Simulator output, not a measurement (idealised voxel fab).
You're looking at the process module voxel self aligned contacts.
Cross-section cut spans 190 nm and uses square cells 5 nm in size.
Think of the cross-section as a grid of square cells. We describe it in bands, top to bottom, and each band covers one or more rows of those cells. The entry gives the band's vertical extent as a top height and a bottom height in nm, then its horizontal make-up as materials from left to right, each with a width in nm. "empty" stands for empty space; a single material marked "throughout" fills the band edge to edge. We count height from 0. Below that, the starting wafer is all one material. The lowest band never ends at the bottom but goes on down; see "0 down" for how that is written. A width such as "30->40" changes by the same amount from each row of cells to the next, from the band's top row to its bottom row. You'll sometimes find "stayed the same" written for a step, and that's the way of saying that nowhere in the cross-section did a cell change during that step. Closed empty spaces (no open way to the top) of 8 cells or more are what "Encapsulated voids" lists, each as width x height at distance from the left edge, nm for all three. Step line, after settings: the simulator's comment on this step. overlay nm: for a step with a mask, the amount by which the mask lay right of where it was planned; a negative amount means left of it.
[So here's the lineup of process steps we planned]
| 1 | RECEIVE, material Si |
| 2 | OXIDIZE, depth nm 5 |
| 3 | DIRECTIONAL_DEP, material polySi, thk nm 25 |
| 4 | DIRECTIONAL_DEP, material SiN, thk nm 25 |
| 5 | PATTERN, tone cover, mask id GATE, material resist, width nm 35, pitch nm 80, thk nm 20, overlay nm 0 |
| 6 | DIRECTIONAL_ETCH, etch materials SiN, depth nm 25 |
| 7 | DIRECTIONAL_ETCH, etch materials polySi, depth nm 25 |
| 8 | STRIP, etch materials resist |
| 9 | CONFORMAL_DEP, material SiN, thk nm 10 |
| 10 | DIRECTIONAL_ETCH, etch materials SiN, depth nm 10 |
| 11 | FILL_DEP, material SiO2, thk nm 10 |
| 12 | CMP, height nm 55 |
| 13 | DIRECTIONAL_DEP, material aC, thk nm 15 |
| 14 | PATTERN, tone open, mask id CONTACT, material resist, width nm 55, thk nm 35, overlay nm 0 |
| 15 | DIRECTIONAL_ETCH, etch materials aC, depth nm 15 |
| 16 | STRIP, etch materials resist |
| 17 | DIRECTIONAL_ETCH, etch materials SiO2, depth nm 60 |
| 18 | STRIP, etch materials aC |
| 19 | CONFORMAL_DEP, material TiN, thk nm 5 |
| 20 | FILL_DEP, material Ru, thk nm 5 |
| 21 | CMP, height nm 55 |
| 22 | CONFORMAL_DEP, material SiN, thk nm 5 |
[Cross-section of the wafer at receipt, which is the condition after step 1]
    0 down  Si throughout
    Encapsulated voids: none
[Sectioned view, first of two wafers, at the close of the module, processed as intended in the plan]
    60 to 55  SiN throughout
    55 to 50  SiO2=65; TiN=20; Ru=15; TiN=20; SiO2=70
    50 to 25  SiO2=25; SiN=55; TiN=5; Ru=15; TiN=5; SiN=55; SiO2=30
    25 to 0  SiO2=25; SiN=10; polySi=35; SiN=10; TiN=5; Ru=15; TiN=5; SiN=10; polySi=35; SiN=10; SiO2=30
    0 to -5  SiO2=80; TiN=25; SiO2=85
    -5 down  Si throughout
    Encapsulated voids: none
[Second wafer cross-section at end of module - shared start and plan with the first, one mistake in the run]
    60 to 55  SiN throughout
    55 to 50  SiO2=65; TiN=20; Ru=15; TiN=20; SiO2=70
    50 to 25  SiO2=25; SiN=55; TiN=5; Ru=15; TiN=5; SiN=55; SiO2=30
    25 to 5  SiO2=25; SiN=10; polySi=35; SiN=10; TiN=5; Ru=15; TiN=5; SiN=10; polySi=35; SiN=10; SiO2=30
    5 to 0  SiO2=25; SiN=10; polySi=35; SiN=10; TiN=25; SiN=10; polySi=35; SiN=10; SiO2=30
    0 down  Si throughout
    Encapsulated voids: none
What was done differently from what was planned? step 2 in the plan did not get run; it was skipped
Final difference in cells, second wafer against first, listed per material as more or fewer: 3 fewer of Ru; 38 more of Si; 33 fewer of SiO2; 2 fewer of TiN
